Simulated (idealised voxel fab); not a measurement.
Name of the process module below: voxel self aligned contacts
Each square cell in cross-section cut measures 5 nm, and the section as a whole is 170 nm wide.
For the purposes of this document, a cross-section shall be understood as a grid of square cells, specified as bands listed in top-to-bottom order, each band consisting of one or more rows of cells. Look at the band entry: it leads with the top's height and the bottom's height in nm. Then it lists the materials left to right, with a width in nm for each. The word "all across" on a single material says that material fills the band edge to edge. The word "blank" is empty space. It should be noted that heights are counted from 0, beneath which the wafer as supplied is of one material throughout, and that the lowest band possesses no lower boundary but continues downward, as written in "0 and below". Width spec "30..40" -> top row of cells at first value, bottom row at second value, equal per-row change in between. The designation "left unchanged", where it is given for a processing step, indicates that no cell of the cross-section was altered in the course of that step. "Cavities, sealed" specifies each empty space that is not open to the top and that occupies no fewer than 8 cells, using the form width x height at distance, the distance measured from the left edge and all three quantities in nm. Text after the settings on a step's line: the simulator's own remark on that step. If you see "overlay nm" on a step's line and that step has a mask, it's telling you how far right of where it was planned the mask ended up; a negative number means it went left instead.

PROCESS STEPS - PLAN
- 1: RECEIVE: material Si
- 2: CONFORMAL_DEP: material SiO2, thk nm 5
- 3: DIRECTIONAL_DEP: material polySi, thk nm 30
- 4: DIRECTIONAL_DEP: material SiN, thk nm 15
- 5: DIRECTIONAL_DEP: material aC, thk nm 10
- 6: PATTERN: tone cover, mask id GATE, material resist, width nm 25, pitch nm 55, thk nm 30, overlay nm 0
- 7: DIRECTIONAL_ETCH: etch materials aC, depth nm 10
- 8: STRIP: etch materials resist
- 9: DIRECTIONAL_ETCH: etch materials SiN, depth nm 15
- 10: DIRECTIONAL_ETCH: etch materials polySi, depth nm 30
- 11: STRIP: etch materials aC
- 12: CONFORMAL_DEP: material SiN, thk nm 5
- 13: DIRECTIONAL_ETCH: etch materials SiN, depth nm 5
- 14: FILL_DEP: material SiO2, thk nm 20
- 15: CMP: height nm 60
- 16: MASKED_ETCH: tone open, mask id CONTACT, width nm 40, pitch nm 55, etch materials SiO2, depth nm 60, overlay nm 0
- 17: CONFORMAL_DEP: material TiN, thk nm 5
- 18: FILL_DEP: material W, thk nm 10
- 19: CMP: height nm 60
- 20: CONFORMAL_DEP: material SiCN, thk nm 5

HERE'S WHAT THE WAFER LOOKED LIKE IN CROSS-SECTION WHEN IT ARRIVED - THAT'S AFTER STEP 1
> 0 and below = Si all across
> Cavities, sealed: none

WAFER CROSS-SECTION AT END OF MODULE: START AND PLAN AS SHOWN ABOVE, ONE EXECUTION ERROR
> 65 down to 60 = SiCN all across
> 60 down to 55 = 30 nm W  5 nm TiN  40 nm SiO2  5 nm TiN  5 nm W  5 nm TiN  40 nm SiO2  5 nm TiN  35 nm W
> 55 down to 50 = 5 nm W  30 nm TiN  40 nm SiO2  15 nm TiN  40 nm SiO2  30 nm TiN  10 nm W
> 50 down to 35 = 5 nm W  5 nm TiN  35 nm SiN  20 nm SiO2  35 nm SiN  20 nm SiO2  35 nm SiN  5 nm TiN  10 nm W
> 35 down to 5 = 5 nm W  5 nm TiN  5 nm SiN  25 nm polySi  5 nm SiN  20 nm SiO2  5 nm SiN  25 nm polySi  5 nm SiN  20 nm SiO2  5 nm SiN  25 nm polySi  5 nm SiN  5 nm TiN  10 nm W
> 5 down to 0 = 10 nm TiN  145 nm SiO2  15 nm TiN
> 0 and below = Si all across
> Cavities, sealed: none
Error vs. plan: step 16 ran as: MASKED_ETCH: tone cover, mask id CONTACT, width nm 40, pitch nm 55, etch materials SiO2, depth nm 60, overlay nm 0
